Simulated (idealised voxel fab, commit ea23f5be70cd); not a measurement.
process module | voxel self aligned vias
FYI the section here is cut, 175 nm wide, cells are 5 nm squares.
Cross-section format: a grid of square cells, given as bands from top to bottom; each band is one or more rows of cells.
Heights first: top, then bottom, in nm. Then materials, left to right, each with a width in nm. "throughout" on a single material: fills the band edge to edge. "blank": empty space.
Below 0: as-received wafer, all one material; heights counted from there. Lowest band: no bottom, goes on down, written "z 0 and below".
The width entry "30 to 40" should be interpreted row by row: the top row of cells in the band takes the first number, the bottom row takes the second number, and the change between adjacent rows is uniform throughout.
The designation "all unchanged", where it is given for a processing step, indicates that no cell of the cross-section was altered in the course of that step.
Voids not open to the top, 8 cells minimum: see "Enclosed cavity list". Written width x height at distance; distance is from the left edge; nm.
Formally, on a step line, whatever follows the settings is a remark that the simulator itself makes on the step.
overlay nm: for a step with a mask, the amount by which the mask lay right of where it was planned; a negative amount means left of it.

-- Here's what the planned process steps look like
1: RECEIVE,material Si
2: CONFORMAL_DEP,material SiO2,thk nm 5
3: CONFORMAL_DEP,material SiCN,thk nm 5
4: DIRECTIONAL_DEP,material lowk,thk nm 20
5: PATTERN,tone open,mask id LINES,material resist,width nm 20,pitch nm 70,thk nm 15,overlay nm 0
6: DIRECTIONAL_ETCH,etch materials lowk,depth nm 20
7: STRIP,etch materials resist
8: CONFORMAL_DEP,material TiN,thk nm 5
9: FILL_DEP,material Ru,thk nm 10
10: CMP,height nm 40
11: SELECTIVE_ETCH,etch materials W Ru TiN,depth nm 5
12: FILL_DEP,material SiN,thk nm 10
13: CMP,height nm 40
14: DIRECTIONAL_DEP,material lowk,thk nm 20
15: PATTERN,tone open,mask id VIAS,material resist,width nm 40,thk nm 20,overlay nm 0
16: DIRECTIONAL_ETCH,etch materials lowk,depth nm 20
17: DIRECTIONAL_ETCH,etch materials SiN,depth nm 5
18: STRIP,etch materials resist
19: CONFORMAL_DEP,material TiN,thk nm 5
20: FILL_DEP,material W,thk nm 5
21: CMP,height nm 60
22: CONFORMAL_DEP,material SiCN,thk nm 5
Keep in mind the plan's value for the thk nm of step 2 comes from the first wafer; the wafers don't share that setting, but they do share the same starting point.

-- Cross-section of the first of several wafers on receipt, reflecting completion of step 1
- z 0 and below = Si throughout
- Enclosed cavity list: none

-- Per wafer, end of module: cells gained (+) or lost (-) per material since receipt, then closed voids
thk nm 5; +16 Ru; +70 SiCN; +27 SiN; +35 SiO2; +67 TiN; +24 W; +216 lowk; Enclosed cavity list: none
thk nm 10; +12 Ru; +70 SiCN; +27 SiN; +70 SiO2; +36 TiN; +24 W; +216 lowk; Enclosed cavity list: none
thk nm 15; +8 Ru; +70 SiCN; +4 SiN; +105 SiO2; +32 TiN; +20 W; +216 lowk; Enclosed cavity list: none
thk nm 20; +4 Ru; +70 SiCN; +4 SiN; +140 SiO2; +28 TiN; +20 W; +189 lowk; Enclosed cavity list: none
thk nm 25; +70 SiCN; +4 SiN; +175 SiO2; +24 TiN; +20 W; +162 lowk; Enclosed cavity list: none
thk nm 30; +70 SiCN; +4 SiN; +210 SiO2; +16 TiN; +20 W; +135 lowk; Enclosed cavity list: none
